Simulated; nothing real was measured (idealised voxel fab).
process module | voxel gate over fins
The cross-section on display is named cut; it measures 300 nm wide, and its cells are 5 nm squares.
A cross-section in this document is a grid of square cells, and it is written down as bands, the top band listed before the ones below it; a band is made up of one or more rows of cells. This entry defines a band. It first specifies the height of the band's top and the height of its bottom in nm, and then specifies the band's materials from left to right, stating each material with its width in nm. The word "all across" identifies a single material that fills the band from edge to edge, while the word "empty" identifies empty space. Height datum 0, below which the as-received substrate wafer is one material. Lowest band open at the bottom, running downward: "z 0 and below". A two-number width, for instance "30..40", indicates that the width is equal to the first number in the top row of the band and to the second number in the bottom row, and that it changes by a constant amount per row of cells. The designation "nothing altered", where it is given for a processing step, indicates that no cell of the cross-section was altered in the course of that step. Closed-off voids of 8+ cells (no open route to the top) go in "Closed void inventory", written width x height at distance from the left edge, in nm. What comes after the settings on a step's line is commentary from the simulator itself on that step. overlay nm: on a step with a mask, how far right of its planned place the mask lay; negative means left.
Below is the list of planned process steps:
1,RECEIVE with material Si
2,CONFORMAL_DEP with material SiN, thk nm 10
3,PATTERN with tone cover, mask id FINS, material resist, width nm 15, pitch nm 40, thk nm 15, overlay nm 0
4,DIRECTIONAL_ETCH with etch materials SiN, depth nm 10
5,DIRECTIONAL_ETCH with etch materials Si, depth nm 35
6,STRIP with etch materials resist
7,FILL_DEP with material SiO2, thk nm 15
8,CMP with height nm 10
9,SELECTIVE_ETCH with etch materials SiO2, depth nm 25
10,STRIP with etch materials SiN
11,CONFORMAL_DEP with material HfO2, thk nm 5
12,CONFORMAL_DEP with material TiN, thk nm 5
13,FILL_DEP with material W, thk nm 15
14,CMP with height nm 20
15,CONFORMAL_DEP with material SiN, thk nm 5
Cross-section of the wafer upon arrival, representing the state reached after step 1:
  z 0 and below = Si all across
  Closed void inventory: none
Cross-sectional view of the first of the two wafers upon completion of the module, processed in accordance with the plan:
  z 25 to 20 = SiN all across
  z 20 to 10 = W all across
  z 10 to 5 = W 110 nm; TiN 35 nm; W 5 nm; TiN 35 nm; W 115 nm
  z 5 to 0 = W 110 nm; TiN 5 nm; HfO2 25 nm; TiN 5 nm; W 5 nm; TiN 5 nm; HfO2 25 nm; TiN 5 nm; W 115 nm
  z 0 to -5 = W 110 nm; TiN 5 nm; HfO2 5 nm; Si 15 nm; HfO2 5 nm; TiN 5 nm; W 5 nm; TiN 5 nm; HfO2 5 nm; Si 15 nm; HfO2 5 nm; TiN 5 nm; W 115 nm
  z -5 to -10 = TiN 115 nm; HfO2 5 nm; Si 15 nm; HfO2 5 nm; TiN 15 nm; HfO2 5 nm; Si 15 nm; HfO2 5 nm; TiN 120 nm
  z -10 to -15 = HfO2 120 nm; Si 15 nm; HfO2 25 nm; Si 15 nm; HfO2 125 nm
  z -15 to -35 = SiO2 120 nm; Si 15 nm; SiO2 25 nm; Si 15 nm; SiO2 125 nm
  z -35 and below = Si all across
  Closed void inventory: none
Presented here is a cross-section of the second of the two wafers as it stood at the end of the module. It was started in the same manner and assigned the same plan as the first wafer; however, one mistake was made in its execution:
  z 25 to 20 = SiN all across
  z 20 to 10 = W all across
  z 10 to 5 = W 105 nm; TiN 85 nm; W 110 nm
  z 5 to 0 = W 105 nm; TiN 5 nm; HfO2 35 nm; TiN 5 nm; HfO2 35 nm; TiN 5 nm; W 110 nm
  z 0 to -5 = W 105 nm; TiN 5 nm; HfO2 5 nm; Si 25 nm; HfO2 5 nm; TiN 5 nm; HfO2 5 nm; Si 25 nm; HfO2 5 nm; TiN 5 nm; W 110 nm
  z -5 to -10 = TiN 110 nm; HfO2 5 nm; Si 25 nm; HfO2 5 nm; TiN 5 nm; HfO2 5 nm; Si 25 nm; HfO2 5 nm; TiN 115 nm
  z -10 to -15 = HfO2 115 nm; Si 25 nm; HfO2 15 nm; Si 25 nm; HfO2 120 nm
  z -15 to -35 = SiO2 115 nm; Si 25 nm; SiO2 15 nm; Si 25 nm; SiO2 120 nm
  z -35 and below = Si all across
  Closed void inventory: none
In executing the process, a mistake was made relative to the plan: heads up, step 3 didn't go per plan, it actually ran as PATTERN with tone cover, mask id FINS, material resist, width nm 25, pitch nm 40, thk nm 15, overlay nm 0
at the end the second wafer has, in cells: Si: 28 more, SiO2: 16 fewer, TiN: 3 fewer, W: 9 fewer
